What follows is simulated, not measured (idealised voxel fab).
process module | voxel trench capacitor
cross-section cut | 275 nm wide | cells 5 nm
A cross-section is a grid of square cells, given in bands from the top down. A band is one or more rows of cells.
Each band's line starts with the height of the band's top and of its bottom, in nm. Then come its materials from left to right, each with its width in nm. One material with "throughout" fills the band from edge to edge. "air" is empty space.
Height 0 is the level under which the wafer as received is all one material. The lowest band goes on downwards, as in "0 down".
A width such as "30 to 40" changes by the same amount from each row of cells to the next, from the band's top row to its bottom row.
"no change" after a step means that no cell of the cross-section changed.
closed voids: empty space of 8 cells or more with no open way to the top, each as width x height at its distance from the left edge, in nm
after a step's settings: what the simulator itself notes on the step
overlay nm, on a step with a mask: how far to the right of its planned place the mask lay; to the left if negative
plan
1 op RECEIVE | material Si
2 op CONFORMAL_DEP | material SiN | thk nm 10
3 op MASKED_ETCH | tone open | mask id TRENCH | width nm 30 | pitch nm 60 | etch materials SiN | depth nm 10 | overlay nm 0
4 op MASKED_ETCH | tone open | mask id TRENCH | width nm 30 | pitch nm 60 | etch materials Si | depth nm 25 | overlay nm 0
5 op CONFORMAL_DEP | material Al2O3 | thk nm 5
6 op CONFORMAL_DEP | material TiN | thk nm 5
7 op FILL_DEP | material W | thk nm 10
8 op CMP | height nm 10
varied across the wafers: thk nm of step 5. The plan shows the first wafer's value. All wafers start alike
first wafer as received, after step 1
  0 down: Si throughout
  closed voids: none
first wafer at the end, after step 8
  10 to 0: SiN 30 | Al2O3 5 | TiN 5 | W 10 | TiN 5 | Al2O3 5 | SiN 30 | Al2O3 5 | TiN 5 | W 10 | TiN 5 | Al2O3 5 | SiN 30 | Al2O3 5 | TiN 5 | W 10 | TiN 5 | Al2O3 5 | SiN 30 | Al2O3 5 | TiN 5 | W 10 | TiN 5 | Al2O3 5 | SiN 35
  0 to -15: Si 30 | Al2O3 5 | TiN 5 | W 10 | TiN 5 | Al2O3 5 | Si 30 | Al2O3 5 | TiN 5 | W 10 | TiN 5 | Al2O3 5 | Si 30 | Al2O3 5 | TiN 5 | W 10 | TiN 5 | Al2O3 5 | Si 30 | Al2O3 5 | TiN 5 | W 10 | TiN 5 | Al2O3 5 | Si 35
  -15 to -20: Si 30 | Al2O3 5 | TiN 20 | Al2O3 5 | Si 30 | Al2O3 5 | TiN 20 | Al2O3 5 | Si 30 | Al2O3 5 | TiN 20 | Al2O3 5 | Si 30 | Al2O3 5 | TiN 20 | Al2O3 5 | Si 35
  -20 to -25: Si 30 | Al2O3 30 | Si 30 | Al2O3 30 | Si 30 | Al2O3 30 | Si 30 | Al2O3 30 | Si 35
  -25 down: Si throughout
  closed voids: none
last wafer at the end
  10 to 0: SiN 30 | Al2O3 30 | SiN 30 | Al2O3 30 | SiN 30 | Al2O3 30 | SiN 30 | Al2O3 30 | SiN 35
  0 to -25: Si 30 | Al2O3 30 | Si 30 | Al2O3 30 | Si 30 | Al2O3 30 | Si 30 | Al2O3 30 | Si 35
  -25 down: Si throughout
  closed voids: none
each wafer at the end: cells of each material gained (+) or lost (-) since it was received, then its closed voids
thk nm 5 | +72 Al2O3 | -120 Si | +62 SiN | +56 TiN | +40 W | closed voids: none
thk nm 10 | +128 Al2O3 | -120 Si | +62 SiN | +40 TiN | closed voids: none
thk nm 15 | +168 Al2O3 | -120 Si | +62 SiN | closed voids: none
thk nm 20 | +168 Al2O3 | -120 Si | +62 SiN | closed voids: none
